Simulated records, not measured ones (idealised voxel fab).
Presented below is a process module, voxel wiring stack.
The cross-section on display is named cut; it measures 200 nm wide, and its cells are 5 nm squares.
Cross-section spec: square-cell grid; bands listed top down; each band is one or more rows. It is stipulated that each band's entry specify, in nanometres, the height of the top of the band and then that of its bottom, followed by the materials of the band in left-to-right sequence, each together with its width in nanometres. A single material marked by the word "throughout" is understood to fill the band from edge to edge; the word "air" is understood to denote empty space. Heights are measured from 0, the level below which the as-received wafer is all one material; the lowest band has no bottom and continues downward, written as in "z 0 and below". A width given as "30->40" starts at the first number in the band's top row and ends at the second number in its bottom row, shifting by an equal amount at every step from row to row. "all unchanged" after a step means that no cell of the cross-section changed. For the entry "Closed void inventory", the listed items are empty spaces with no open way to the top whose size is 8 cells or more; each item follows the pattern width x height at distance, where distance is from the left edge and all three are in nm. Where a step's line continues beyond its settings, the continuation is a remark by the simulator itself on that step. Each step line may optionally specify "overlay nm", which for a step with a mask gives the rightward distance between the mask's planned place and where it lay, a negative value indicating the leftward direction.
The process steps that were planned are listed below
1) RECEIVE with material Si
2) CONFORMAL_DEP with material SiO2, thk nm 15
3) DIRECTIONAL_DEP with material TiN, thk nm 5
4) DIRECTIONAL_DEP with material Ru, thk nm 15
5) MASKED_ETCH with tone cover, mask id METAL_1, width nm 30, pitch nm 60, etch materials Ru, depth nm 15, overlay nm 0
6) MASKED_ETCH with tone cover, mask id METAL_1, width nm 30, pitch nm 60, etch materials TiN, depth nm 5, overlay nm 0
7) FILL_DEP with material lowk, thk nm 5
8) CMP with height nm 35
9) CONFORMAL_DEP with material SiCN, thk nm 5
10) DIRECTIONAL_DEP with material lowk, thk nm 20
11) PATTERN with tone open, mask id PLUG_1, material resist, width nm 15, pitch nm 60, thk nm 15, overlay nm 0
12) DIRECTIONAL_ETCH with etch materials lowk, depth nm 20
13) DIRECTIONAL_ETCH with etch materials SiCN, depth nm 5
14) STRIP with etch materials resist
15) CONFORMAL_DEP with material TiN, thk nm 5
16) FILL_DEP with material Cu, thk nm 5
17) CMP with height nm 60
18) DIRECTIONAL_DEP with material TiN, thk nm 5
19) DIRECTIONAL_DEP with material W, thk nm 15
20) PATTERN with tone cover, mask id METAL_2, material resist, width nm 30, pitch nm 60, thk nm 20, overlay nm 0
21) DIRECTIONAL_ETCH with etch materials W, depth nm 15
22) DIRECTIONAL_ETCH with etch materials TiN, depth nm 5
23) STRIP with etch materials resist
24) CONFORMAL_DEP with material SiCN, thk nm 5
25) FILL_DEP with material lowk, thk nm 10
26) CMP with height nm 80
27) CONFORMAL_DEP with material SiCN, thk nm 5
28) DIRECTIONAL_DEP with material SiO2, thk nm 20
29) MASKED_ETCH with tone open, mask id PLUG_2, width nm 15, pitch nm 60, etch materials SiO2, depth nm 20, overlay nm 0
30) MASKED_ETCH with tone open, mask id PLUG_2, width nm 15, pitch nm 60, etch materials SiCN, depth nm 5, overlay nm 0
31) EPI with material Ru, thk nm 10
32) EPI with material Ru, thk nm 10
33) EPI with material Ru, thk nm 5
34) DIRECTIONAL_DEP with material TiN, thk nm 5
35) DIRECTIONAL_DEP with material W, thk nm 25
36) MASKED_ETCH with tone cover, mask id METAL_3, width nm 30, pitch nm 60, etch materials W, depth nm 25, overlay nm 0
37) MASKED_ETCH with tone cover, mask id METAL_3, width nm 30, pitch nm 60, etch materials TiN, depth nm 5, overlay nm 0
38) CONFORMAL_DEP with material SiN, thk nm 5
39) FILL_DEP with material lowk, thk nm 10
40) CMP with height nm 135
41) CONFORMAL_DEP with material SiN, thk nm 5
Below: the first of two wafers, run as planned
Cross-section, incoming material, after step 1
z 0 and below = Si throughout
Closed void inventory: none
Presented here is a cross-section of the wafer after step 2 has been performed
z 15 to 0 = SiO2 throughout
Everything below 0 is unchanged.
Presented here is a cross-section of the wafer after step 3 has been performed
z 20 to 15 = TiN throughout
Everything below 15 is unchanged.
Presented here is a cross-section of the wafer after step 4 has been performed
z 35 to 20 = Ru throughout
Everything below 20 is unchanged.
Presented here is a cross-section of the wafer after step 5 has been performed
z 35 to 20 = 55 air, then 30 Ru, then 30 air, then 30 Ru, then 55 air
Everything below 20 is unchanged.
Presented here is a cross-section of the wafer after step 6 has been performed
z 35 to 20 = 55 air, then 30 Ru, then 30 air, then 30 Ru, then 55 air
z 20 to 15 = 55 air, then 30 TiN, then 30 air, then 30 TiN, then 55 air
Everything below 15 is unchanged.
Presented here is a cross-section of the wafer after step 7 has been performed
z 40 to 35 = lowk throughout
z 35 to 20 = 55 lowk, then 30 Ru, then 30 lowk, then 30 Ru, then 55 lowk
z 20 to 15 = 55 lowk, then 30 TiN, then 30 lowk, then 30 TiN, then 55 lowk
Everything below 15 is unchanged.
Presented here is a cross-section of the wafer after step 8 has been performed
z 35 to 20 = 55 lowk, then 30 Ru, then 30 lowk, then 30 Ru, then 55 lowk
Everything below 20 is unchanged.
Presented here is a cross-section of the wafer after step 9 has been performed
z 40 to 35 = SiCN throughout
Everything below 35 is unchanged.
Presented here is a cross-section of the wafer after step 10 has been performed
z 60 to 40 = lowk throughout
Everything below 40 is unchanged.
Presented here is a cross-section of the wafer after step 11 has been performed
z 75 to 60 = 55 resist, then 15 air, then 45 resist, then 15 air, then 70 resist
Everything below 60 is unchanged.
Presented here is a cross-section of the wafer after step 12 has been performed
z 75 to 60 = 55 resist, then 15 air, then 45 resist, then 15 air, then 70 resist
z 60 to 40 = 55 lowk, then 15 air, then 45 lowk, then 15 air, then 70 lowk
Everything below 40 is unchanged.
Presented here is a cross-section of the wafer after step 13 has been performed
z 75 to 60 = 55 resist, then 15 air, then 45 resist, then 15 air, then 70 resist
z 60 to 40 = 55 lowk, then 15 air, then 45 lowk, then 15 air, then 70 lowk
z 40 to 35 = 55 SiCN, then 15 air, then 45 SiCN, then 15 air, then 70 SiCN
Everything below 35 is unchanged.
Presented here is a cross-section of the wafer after step 14 has been performed
z 60 to 40 = 55 lowk, then 15 air, then 45 lowk, then 15 air, then 70 lowk
Everything below 40 is unchanged.
Presented here is a cross-section of the wafer after step 15 has been performed
z 65 to 60 = 60 TiN, then 5 air, then 55 TiN, then 5 air, then 75 TiN
z 60 to 40 = 55 lowk, then 5 TiN, then 5 air, then 5 TiN, then 45 lowk, then 5 TiN, then 5 air, then 5 TiN, then 70 lowk
z 40 to 35 = 55 SiCN, then 15 TiN, then 45 SiCN, then 15 TiN, then 70 SiCN
Everything below 35 is unchanged.
Presented here is a cross-section of the wafer after step 16 has been performed
z 70 to 65 = Cu throughout
z 65 to 60 = 60 TiN, then 5 Cu, then 55 TiN, then 5 Cu, then 75 TiN
z 60 to 40 = 55 lowk, then 5 TiN, then 5 Cu, then 5 TiN, then 45 lowk, then 5 TiN, then 5 Cu, then 5 TiN, then 70 lowk
Everything below 40 is unchanged.
Presented here is a cross-section of the wafer after step 17 has been performed
z 60 to 40 = 55 lowk, then 5 TiN, then 5 Cu, then 5 TiN, then 45 lowk, then 5 TiN, then 5 Cu, then 5 TiN, then 70 lowk
Everything below 40 is unchanged.
Presented here is a cross-section of the wafer after step 18 has been performed
z 65 to 60 = TiN throughout
Everything below 60 is unchanged.
Presented here is a cross-section of the wafer after step 19 has been performed
z 80 to 65 = W throughout
Everything below 65 is unchanged.
Presented here is a cross-section of the wafer after step 20 has been performed
z 100 to 80 = 55 air, then 30 resist, then 30 air, then 30 resist, then 55 air
Everything below 80 is unchanged.
Presented here is a cross-section of the wafer after step 21 has been performed
z 100 to 80 = 55 air, then 30 resist, then 30 air, then 30 resist, then 55 air
z 80 to 65 = 55 air, then 30 W, then 30 air, then 30 W, then 55 air
Everything below 65 is unchanged.
Presented here is a cross-section of the wafer after step 22 has been performed
z 100 to 80 = 55 air, then 30 resist, then 30 air, then 30 resist, then 55 air
z 80 to 65 = 55 air, then 30 W, then 30 air, then 30 W, then 55 air
z 65 to 60 = 55 air, then 30 TiN, then 30 air, then 30 TiN, then 55 air
Everything below 60 is unchanged.
Presented here is a cross-section of the wafer after step 23 has been performed
z 80 to 65 = 55 air, then 30 W, then 30 air, then 30 W, then 55 air
Everything below 65 is unchanged.
Presented here is a cross-section of the wafer after step 24 has been performed
z 85 to 80 = 50 air, then 40 SiCN, then 20 air, then 40 SiCN, then 50 air
z 80 to 65 = 50 air, then 5 SiCN, then 30 W, then 5 SiCN, then 20 air, then 5 SiCN, then 30 W, then 5 SiCN, then 50 air
z 65 to 60 = 55 SiCN, then 30 TiN, then 30 SiCN, then 30 TiN, then 55 SiCN
Everything below 60 is unchanged.
Presented here is a cross-section of the wafer after step 25 has been performed
z 95 to 85 = lowk throughout
z 85 to 80 = 50 lowk, then 40 SiCN, then 20 lowk, then 40 SiCN, then 50 lowk
z 80 to 65 = 50 lowk, then 5 SiCN, then 30 W, then 5 SiCN, then 20 lowk, then 5 SiCN, then 30 W, then 5 SiCN, then 50 lowk
Everything below 65 is unchanged.
Presented here is a cross-section of the wafer after step 26 has been performed
z 80 to 65 = 50 lowk, then 5 SiCN, then 30 W, then 5 SiCN, then 20 lowk, then 5 SiCN, then 30 W, then 5 SiCN, then 50 lowk
Everything below 65 is unchanged.
Presented here is a cross-section of the wafer after step 27 has been performed
z 85 to 80 = SiCN throughout
Everything below 80 is unchanged.
Presented here is a cross-section of the wafer after step 28 has been performed
z 105 to 85 = SiO2 throughout
Everything below 85 is unchanged.
Presented here is a cross-section of the wafer after step 29 has been performed
z 105 to 85 = 55 SiO2, then 15 air, then 45 SiO2, then 15 air, then 70 SiO2
Everything below 85 is unchanged.
Presented here is a cross-section of the wafer after step 30 has been performed
z 105 to 85 = 55 SiO2, then 15 air, then 45 SiO2, then 15 air, then 70 SiO2
z 85 to 80 = 55 SiCN, then 15 air, then 45 SiCN, then 15 air, then 70 SiCN
Everything below 80 is unchanged.
Presented here is a cross-section of the wafer after step 31 has been performed
z 105 to 90 = 55 SiO2, then 15 air, then 45 SiO2, then 15 air, then 70 SiO2
z 90 to 85 = 55 SiO2, then 15 Ru, then 45 SiO2, then 15 Ru, then 70 SiO2
z 85 to 80 = 55 SiCN, then 15 Ru, then 45 SiCN, then 15 Ru, then 70 SiCN
Everything below 80 is unchanged.
Presented here is a cross-section of the wafer after step 32 has been performed
z 105 to 100 = 55 SiO2, then 15 air, then 45 SiO2, then 15 air, then 70 SiO2
z 100 to 85 = 55 SiO2, then 15 Ru, then 45 SiO2, then 15 Ru, then 70 SiO2
Everything below 85 is unchanged.
Presented here is a cross-section of the wafer after step 33 has been performed
z 105 to 85 = 55 SiO2, then 15 Ru, then 45 SiO2, then 15 Ru, then 70 SiO2
Everything below 85 is unchanged.
Presented here is a cross-section of the wafer after step 34 has been performed
z 110 to 105 = TiN throughout
Everything below 105 is unchanged.
Presented here is a cross-section of the wafer after step 35 has been performed
z 135 to 110 = W throughout
Everything below 110 is unchanged.
Presented here is a cross-section of the wafer after step 36 has been performed
z 135 to 110 = 55 air, then 30 W, then 30 air, then 30 W, then 55 air
Everything below 110 is unchanged.
Presented here is a cross-section of the wafer after step 37 has been performed
z 135 to 110 = 55 air, then 30 W, then 30 air, then 30 W, then 55 air
z 110 to 105 = 55 air, then 30 TiN, then 30 air, then 30 TiN, then 55 air
Everything below 105 is unchanged.
Presented here is a cross-section of the wafer after step 38 has been performed
z 140 to 135 = 50 air, then 40 SiN, then 20 air, then 40 SiN, then 50 air
z 135 to 110 = 50 air, then 5 SiN, then 30 W, then 5 SiN, then 20 air, then 5 SiN, then 30 W, then 5 SiN, then 50 air
z 110 to 105 = 55 SiN, then 30 TiN, then 30 SiN, then 30 TiN, then 55 SiN
Everything below 105 is unchanged.
Presented here is a cross-section of the wafer after step 39 has been performed
z 150 to 140 = lowk throughout
z 140 to 135 = 50 lowk, then 40 SiN, then 20 lowk, then 40 SiN, then 50 lowk
z 135 to 110 = 50 lowk, then 5 SiN, then 30 W, then 5 SiN, then 20 lowk, then 5 SiN, then 30 W, then 5 SiN, then 50 lowk
Everything below 110 is unchanged.
Presented here is a cross-section of the wafer after step 40 has been performed
z 135 to 110 = 50 lowk, then 5 SiN, then 30 W, then 5 SiN, then 20 lowk, then 5 SiN, then 30 W, then 5 SiN, then 50 lowk
Everything below 110 is unchanged.
Presented here is a cross-section of the wafer after step 41 has been performed
z 140 to 135 = SiN throughout
Everything below 135 is unchanged.
The remaining wafer, second of the two, started like the first and was run to the same plan, except that one mistake was made along the way; the two coincide through step 1, inclusive
Second wafer: cross-section at the scheduled end of step 2
z 30 to 0 = SiO2 throughout
Everything below 0 is unchanged.
Second wafer: cross-section at the scheduled end of step 3
z 35 to 30 = TiN throughout
Everything below 30 is unchanged.
Second wafer: cross-section at the scheduled end of step 4
z 50 to 35 = Ru throughout
Everything below 35 is unchanged.
Second wafer: cross-section at the scheduled end of step 5
z 50 to 35 = 55 air, then 30 Ru, then 30 air, then 30 Ru, then 55 air
Everything below 35 is unchanged.
Second wafer: cross-section at the scheduled end of step 6
z 50 to 35 = 55 air, then 30 Ru, then 30 air, then 30 Ru, then 55 air
z 35 to 30 = 55 air, then 30 TiN, then 30 air, then 30 TiN, then 55 air
Everything below 30 is unchanged.
Second wafer: cross-section at the scheduled end of step 7
z 55 to 50 = lowk throughout
z 50 to 35 = 55 lowk, then 30 Ru, then 30 lowk, then 30 Ru, then 55 lowk
z 35 to 30 = 55 lowk, then 30 TiN, then 30 lowk, then 30 TiN, then 55 lowk
Everything below 30 is unchanged.
Second wafer: cross-section at the scheduled end of step 8
z 35 to 30 = 55 lowk, then 30 TiN, then 30 lowk, then 30 TiN, then 55 lowk
Everything below 30 is unchanged.
Second wafer: cross-section at the scheduled end of step 9
z 40 to 35 = SiCN throughout
Everything below 35 is unchanged.
Second wafer: cross-section at the scheduled end of step 10
z 60 to 40 = lowk throughout
Everything below 40 is unchanged.
Second wafer: cross-section at the scheduled end of step 11
z 75 to 60 = 55 resist, then 15 air, then 45 resist, then 15 air, then 70 resist
Everything below 60 is unchanged.
Second wafer: cross-section at the scheduled end of step 12
z 75 to 60 = 55 resist, then 15 air, then 45 resist, then 15 air, then 70 resist
z 60 to 40 = 55 lowk, then 15 air, then 45 lowk, then 15 air, then 70 lowk
Everything below 40 is unchanged.
Second wafer: cross-section at the scheduled end of step 13
z 75 to 60 = 55 resist, then 15 air, then 45 resist, then 15 air, then 70 resist
z 60 to 40 = 55 lowk, then 15 air, then 45 lowk, then 15 air, then 70 lowk
z 40 to 35 = 55 SiCN, then 15 air, then 45 SiCN, then 15 air, then 70 SiCN
Everything below 35 is unchanged.
Second wafer: cross-section at the scheduled end of step 14
z 60 to 40 = 55 lowk, then 15 air, then 45 lowk, then 15 air, then 70 lowk
Everything below 40 is unchanged.
Second wafer: cross-section at the scheduled end of step 15
z 65 to 60 = 60 TiN, then 5 air, then 55 TiN, then 5 air, then 75 TiN
z 60 to 40 = 55 lowk, then 5 TiN, then 5 air, then 5 TiN, then 45 lowk, then 5 TiN, then 5 air, then 5 TiN, then 70 lowk
z 40 to 35 = 55 SiCN, then 15 TiN, then 45 SiCN, then 15 TiN, then 70 SiCN
Everything below 35 is unchanged.
Second wafer: cross-section at the scheduled end of step 16
z 70 to 65 = Cu throughout
z 65 to 60 = 60 TiN, then 5 Cu, then 55 TiN, then 5 Cu, then 75 TiN
z 60 to 40 = 55 lowk, then 5 TiN, then 5 Cu, then 5 TiN, then 45 lowk, then 5 TiN, then 5 Cu, then 5 TiN, then 70 lowk
Everything below 40 is unchanged.
Second wafer: cross-section at the scheduled end of step 17
z 60 to 40 = 55 lowk, then 5 TiN, then 5 Cu, then 5 TiN, then 45 lowk, then 5 TiN, then 5 Cu, then 5 TiN, then 70 lowk
Everything below 40 is unchanged.
Second wafer: cross-section at the scheduled end of step 18
z 65 to 60 = TiN throughout
Everything below 60 is unchanged.
Second wafer: cross-section at the scheduled end of step 19
z 80 to 65 = W throughout
Everything below 65 is unchanged.
Second wafer: cross-section at the scheduled end of step 20
z 100 to 80 = 55 air, then 30 resist, then 30 air, then 30 resist, then 55 air
Everything below 80 is unchanged.
Second wafer: cross-section at the scheduled end of step 21
z 100 to 80 = 55 air, then 30 resist, then 30 air, then 30 resist, then 55 air
z 80 to 65 = 55 air, then 30 W, then 30 air, then 30 W, then 55 air
Everything below 65 is unchanged.
Second wafer: cross-section at the scheduled end of step 22
z 100 to 80 = 55 air, then 30 resist, then 30 air, then 30 resist, then 55 air
z 80 to 65 = 55 air, then 30 W, then 30 air, then 30 W, then 55 air
z 65 to 60 = 55 air, then 30 TiN, then 30 air, then 30 TiN, then 55 air
Everything below 60 is unchanged.
Second wafer: cross-section at the scheduled end of step 23
z 80 to 65 = 55 air, then 30 W, then 30 air, then 30 W, then 55 air
Everything below 65 is unchanged.
Second wafer: cross-section at the scheduled end of step 24
z 85 to 80 = 50 air, then 40 SiCN, then 20 air, then 40 SiCN, then 50 air
z 80 to 65 = 50 air, then 5 SiCN, then 30 W, then 5 SiCN, then 20 air, then 5 SiCN, then 30 W, then 5 SiCN, then 50 air
z 65 to 60 = 55 SiCN, then 30 TiN, then 30 SiCN, then 30 TiN, then 55 SiCN
Everything below 60 is unchanged.
Second wafer: cross-section at the scheduled end of step 25
z 95 to 85 = lowk throughout
z 85 to 80 = 50 lowk, then 40 SiCN, then 20 lowk, then 40 SiCN, then 50 lowk
z 80 to 65 = 50 lowk, then 5 SiCN, then 30 W, then 5 SiCN, then 20 lowk, then 5 SiCN, then 30 W, then 5 SiCN, then 50 lowk
Everything below 65 is unchanged.
Second wafer: cross-section at the scheduled end of step 26
z 80 to 65 = 50 lowk, then 5 SiCN, then 30 W, then 5 SiCN, then 20 lowk, then 5 SiCN, then 30 W, then 5 SiCN, then 50 lowk
Everything below 65 is unchanged.
Second wafer: cross-section at the scheduled end of step 27
z 85 to 80 = SiCN throughout
Everything below 80 is unchanged.
Second wafer: cross-section at the scheduled end of step 28
z 105 to 85 = SiO2 throughout
Everything below 85 is unchanged.
Second wafer: cross-section at the scheduled end of step 29
z 105 to 85 = 55 SiO2, then 15 air, then 45 SiO2, then 15 air, then 70 SiO2
Everything below 85 is unchanged.
Second wafer: cross-section at the scheduled end of step 30
z 105 to 85 = 55 SiO2, then 15 air, then 45 SiO2, then 15 air, then 70 SiO2
z 85 to 80 = 55 SiCN, then 15 air, then 45 SiCN, then 15 air, then 70 SiCN
Everything below 80 is unchanged.
Second wafer: cross-section at the scheduled end of step 31
z 105 to 90 = 55 SiO2, then 15 air, then 45 SiO2, then 15 air, then 70 SiO2
z 90 to 85 = 55 SiO2, then 15 Ru, then 45 SiO2, then 15 Ru, then 70 SiO2
z 85 to 80 = 55 SiCN, then 15 Ru, then 45 SiCN, then 15 Ru, then 70 SiCN
Everything below 80 is unchanged.
Second wafer: cross-section at the scheduled end of step 32
z 105 to 100 = 55 SiO2, then 15 air, then 45 SiO2, then 15 air, then 70 SiO2
z 100 to 85 = 55 SiO2, then 15 Ru, then 45 SiO2, then 15 Ru, then 70 SiO2
Everything below 85 is unchanged.
Second wafer: cross-section at the scheduled end of step 33
z 105 to 85 = 55 SiO2, then 15 Ru, then 45 SiO2, then 15 Ru, then 70 SiO2
Everything below 85 is unchanged.
Second wafer: cross-section at the scheduled end of step 34
z 110 to 105 = TiN throughout
Everything below 105 is unchanged.
Second wafer: cross-section at the scheduled end of step 35
z 135 to 110 = W throughout
Everything below 110 is unchanged.
Second wafer: cross-section at the scheduled end of step 36
z 135 to 110 = 55 air, then 30 W, then 30 air, then 30 W, then 55 air
Everything below 110 is unchanged.
Second wafer: cross-section at the scheduled end of step 37
z 135 to 110 = 55 air, then 30 W, then 30 air, then 30 W, then 55 air
z 110 to 105 = 55 air, then 30 TiN, then 30 air, then 30 TiN, then 55 air
Everything below 105 is unchanged.
Second wafer: cross-section at the scheduled end of step 38
z 140 to 135 = 50 air, then 40 SiN, then 20 air, then 40 SiN, then 50 air
z 135 to 110 = 50 air, then 5 SiN, then 30 W, then 5 SiN, then 20 air, then 5 SiN, then 30 W, then 5 SiN, then 50 air
z 110 to 105 = 55 SiN, then 30 TiN, then 30 SiN, then 30 TiN, then 55 SiN
Everything below 105 is unchanged.
Second wafer: cross-section at the scheduled end of step 39
z 150 to 140 = lowk throughout
z 140 to 135 = 50 lowk, then 40 SiN, then 20 lowk, then 40 SiN, then 50 lowk
z 135 to 110 = 50 lowk, then 5 SiN, then 30 W, then 5 SiN, then 20 lowk, then 5 SiN, then 30 W, then 5 SiN, then 50 lowk
Everything below 110 is unchanged.
Second wafer: cross-section at the scheduled end of step 40
z 135 to 110 = 50 lowk, then 5 SiN, then 30 W, then 5 SiN, then 20 lowk, then 5 SiN, then 30 W, then 5 SiN, then 50 lowk
Everything below 110 is unchanged.
Second wafer: cross-section at the scheduled end of step 41
z 140 to 135 = SiN throughout
Everything below 135 is unchanged.
Where did the run depart from the plan? step 2 was run twice
Counted in cells at the end, the second wafer holds more or fewer of these materials than the first: Ru -36; SiO2 +120; lowk -84
